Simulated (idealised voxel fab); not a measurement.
process module | voxel gate over fins
cross-section cut | 255 nm wide | cells 5 nm
A cross-section is a grid of square cells, given in bands from the top down. A band is one or more rows of cells.
Each band's line starts with the height of the band's top and of its bottom, in nm. Then come its materials from left to right, each with its width in nm. One material with "throughout" fills the band from edge to edge. "air" is empty space.
Height 0 is the level under which the wafer as received is all one material. The lowest band goes on downwards, as in "0 down".
A width such as "30 to 40" changes by the same amount from each row of cells to the next, from the band's top row to its bottom row.
"no change" after a step means that no cell of the cross-section changed.
closed voids: empty space of 8 cells or more with no open way to the top, each as width x height at its distance from the left edge, in nm
after a step's settings: what the simulator itself notes on the step
overlay nm, on a step with a mask: how far to the right of its planned place the mask lay; to the left if negative
plan
1 op RECEIVE | material Si
2 op CONFORMAL_DEP | material SiN | thk nm 5
3 op PATTERN | tone cover | mask id FINS | material resist | width nm 15 | pitch nm 35 | thk nm 20 | overlay nm 0
4 op DIRECTIONAL_ETCH | etch materials SiN | depth nm 5
5 op DIRECTIONAL_ETCH | etch materials Si | depth nm 40
6 op STRIP | etch materials resist
7 op OXIDIZE | depth nm 5
8 op FILL_DEP | material SiO2 | thk nm 10
9 op CMP | height nm 5
10 op SELECTIVE_ETCH | etch materials SiO2 | depth nm 15
11 op STRIP | etch materials SiN
12 op CONFORMAL_DEP | material HfO2 | thk nm 5
13 op CONFORMAL_DEP | material TiN | thk nm 5
14 op CONFORMAL_DEP | material TiAl | thk nm 5
15 op CONFORMAL_DEP | material TiN | thk nm 5
16 op FILL_DEP | material W | thk nm 15
17 op CMP | height nm 30
18 op CONFORMAL_DEP | material SiCN | thk nm 10
as received, after step 1
  0 down: Si throughout
  closed voids: none
first wafer at the end, as planned
  40 to 30: SiCN throughout
  30 to 20: W throughout
  20 to 15: W 50 | TiN 150 | W 55
  15 to 10: W 50 | TiN 5 | TiAl 140 | TiN 5 | W 55
  10 to 5: TiN 55 | TiAl 5 | TiN 25 | TiAl 10 | TiN 25 | TiAl 10 | TiN 25 | TiAl 10 | TiN 25 | TiAl 5 | TiN 60
  5 to 0: TiAl 60 | TiN 5 | HfO2 15 | TiN 5 | TiAl 10 | TiN 5 | HfO2 15 | TiN 5 | TiAl 10 | TiN 5 | HfO2 15 | TiN 5 | TiAl 10 | TiN 5 | HfO2 15 | TiN 5 | TiAl 65
  0 to -5: TiN 65 | HfO2 5 | Si 5 | HfO2 5 | TiN 20 | HfO2 5 | Si 5 | HfO2 5 | TiN 20 | HfO2 5 | Si 5 | HfO2 5 | TiN 20 | HfO2 5 | Si 5 | HfO2 5 | TiN 70
  -5 to -10: HfO2 70 | Si 5 | HfO2 30 | Si 5 | HfO2 30 | Si 5 | HfO2 30 | Si 5 | HfO2 75
  -10 to -45: SiO2 70 | Si 5 | SiO2 30 | Si 5 | SiO2 30 | Si 5 | SiO2 30 | Si 5 | SiO2 75
  -45 down: Si throughout
  closed voids: none
second wafer at the end: like start, like plan, one mistake
  40 to 30: SiCN throughout
  30 to 20: W throughout
  20 to 15: W 50 | TiN 150 | W 55
  15 to 10: W 50 | TiN 5 | TiAl 140 | TiN 5 | W 55
  10 to 5: TiN 55 | TiAl 140 | TiN 60
  5 to 0: TiAl 65 | HfO2 15 | TiAl 20 | HfO2 15 | TiAl 20 | HfO2 15 | TiAl 20 | HfO2 15 | TiAl 70
  0 to -5: TiAl 65 | HfO2 5 | Si 5 | HfO2 5 | TiAl 20 | HfO2 5 | Si 5 | HfO2 5 | TiAl 20 | HfO2 5 | Si 5 | HfO2 5 | TiAl 20 | HfO2 5 | Si 5 | HfO2 5 | TiAl 70
  -5 to -10: HfO2 70 | Si 5 | HfO2 30 | Si 5 | HfO2 30 | Si 5 | HfO2 30 | Si 5 | HfO2 75
  -10 to -45: SiO2 70 | Si 5 | SiO2 30 | Si 5 | SiO2 30 | Si 5 | SiO2 30 | Si 5 | SiO2 75
  -45 down: Si throughout
  closed voids: none
what went wrong: step 13 ran as: op CONFORMAL_DEP | material TiAl | thk nm 5
at the end the second wafer has, in cells: 67 more of TiAl | 67 fewer of TiN
